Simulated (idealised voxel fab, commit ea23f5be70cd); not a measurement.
process module | voxel capacitor over wiring
cross-section cut | 160 nm wide | cells 5 nm
A cross-section is a grid of square cells, given in bands from the top down. A band is one or more rows of cells.
Each band's line starts with the height of the band's top and of its bottom, in nm. Then come its materials from left to right, each with its width in nm. One material with "throughout" fills the band from edge to edge. "air" is empty space.
Height 0 is the level under which the wafer as received is all one material. The lowest band goes on downwards, as in "0 down".
A width such as "30 to 40" changes by the same amount from each row of cells to the next, from the band's top row to its bottom row.
"no change" after a step means that no cell of the cross-section changed.
closed voids: empty space of 8 cells or more with no open way to the top, each as width x height at its distance from the left edge, in nm
after a step's settings: what the simulator itself notes on the step
overlay nm, on a step with a mask: how far to the right of its planned place the mask lay; to the left if negative
plan
1 op RECEIVE | material Si
2 op CONFORMAL_DEP | material SiO2 | thk nm 15
3 op DIRECTIONAL_DEP | material TiN | thk nm 5
4 op DIRECTIONAL_DEP | material W | thk nm 20
5 op DIRECTIONAL_DEP | material aC | thk nm 15
6 op PATTERN | tone cover | mask id METAL_1 | material resist | width nm 30 | pitch nm 95 | thk nm 30 | overlay nm 0
7 op DIRECTIONAL_ETCH | etch materials aC | depth nm 15
8 op STRIP | etch materials resist
9 op DIRECTIONAL_ETCH | etch materials W | depth nm 20
10 op DIRECTIONAL_ETCH | etch materials TiN | depth nm 5
11 op STRIP | etch materials aC
12 op FILL_DEP | material lowk | thk nm 10
13 op CMP | height nm 40
14 op CONFORMAL_DEP | material SiCN | thk nm 5
15 op DIRECTIONAL_DEP | material SiO2 | thk nm 20
16 op PATTERN | tone open | mask id PLUG_1 | material resist | width nm 15 | thk nm 15 | overlay nm 0
17 op DIRECTIONAL_ETCH | etch materials SiO2 | depth nm 20
18 op DIRECTIONAL_ETCH | etch materials SiCN | depth nm 5
19 op STRIP | etch materials resist
20 op CONFORMAL_DEP | material TiN | thk nm 5
21 op FILL_DEP | material Cu | thk nm 10
22 op CMP | height nm 65
23 op DIRECTIONAL_DEP | material TiN | thk nm 10
24 op DIRECTIONAL_DEP | material SiN | thk nm 5
25 op DIRECTIONAL_DEP | material TiN | thk nm 5
26 op PATTERN | tone cover | mask id UPPER_PLATE | material resist | width nm 70 | thk nm 15 | overlay nm 0
27 op DIRECTIONAL_ETCH | etch materials TiN | depth nm 5
28 op DIRECTIONAL_ETCH | etch materials SiN | depth nm 5
29 op STRIP | etch materials resist
30 op PATTERN | tone cover | mask id LOWER_PLATE | material resist | width nm 80 | thk nm 15 | overlay nm 0
31 op DIRECTIONAL_ETCH | etch materials TiN | depth nm 10
32 op STRIP | etch materials resist
33 op FILL_DEP | material SiO2 | thk nm 20
34 op CMP | height nm 100
35 op MASKED_ETCH | tone open | mask id PLUG_2 | width nm 15 | etch materials SiO2 | depth nm 5 | overlay nm 0
36 op CONFORMAL_DEP | material TiN | thk nm 5
37 op FILL_DEP | material Ru | thk nm 10
38 op CMP | height nm 100
39 op CONFORMAL_DEP | material SiCN | thk nm 5
varied across the wafers: depth nm of step 35. The plan shows the first wafer's value. All wafers start alike
first wafer as received, after step 1
  0 down: Si throughout
  closed voids: none
each wafer at the end: cells of each material gained (+) or lost (-) since it was received, then its closed voids
depth nm 5 | +4 Cu | +61 SiCN | +14 SiN | +373 SiO2 | +72 TiN | +48 W | +100 lowk | closed voids: none
depth nm 10 | +4 Cu | +1 Ru | +61 SiCN | +14 SiN | +370 SiO2 | +74 TiN | +48 W | +100 lowk | closed voids: none
depth nm 15 | +4 Cu | +2 Ru | +61 SiCN | +14 SiN | +367 SiO2 | +76 TiN | +48 W | +100 lowk | closed voids: none
depth nm 20 | +4 Cu | +2 Ru | +61 SiCN | +14 SiN | +367 SiO2 | +76 TiN | +48 W | +100 lowk | closed voids: none
depth nm 25 | +4 Cu | +2 Ru | +61 SiCN | +14 SiN | +367 SiO2 | +76 TiN | +48 W | +100 lowk | closed voids: none
depth nm 30 | +4 Cu | +2 Ru | +61 SiCN | +14 SiN | +367 SiO2 | +76 TiN | +48 W | +100 lowk | closed voids: none
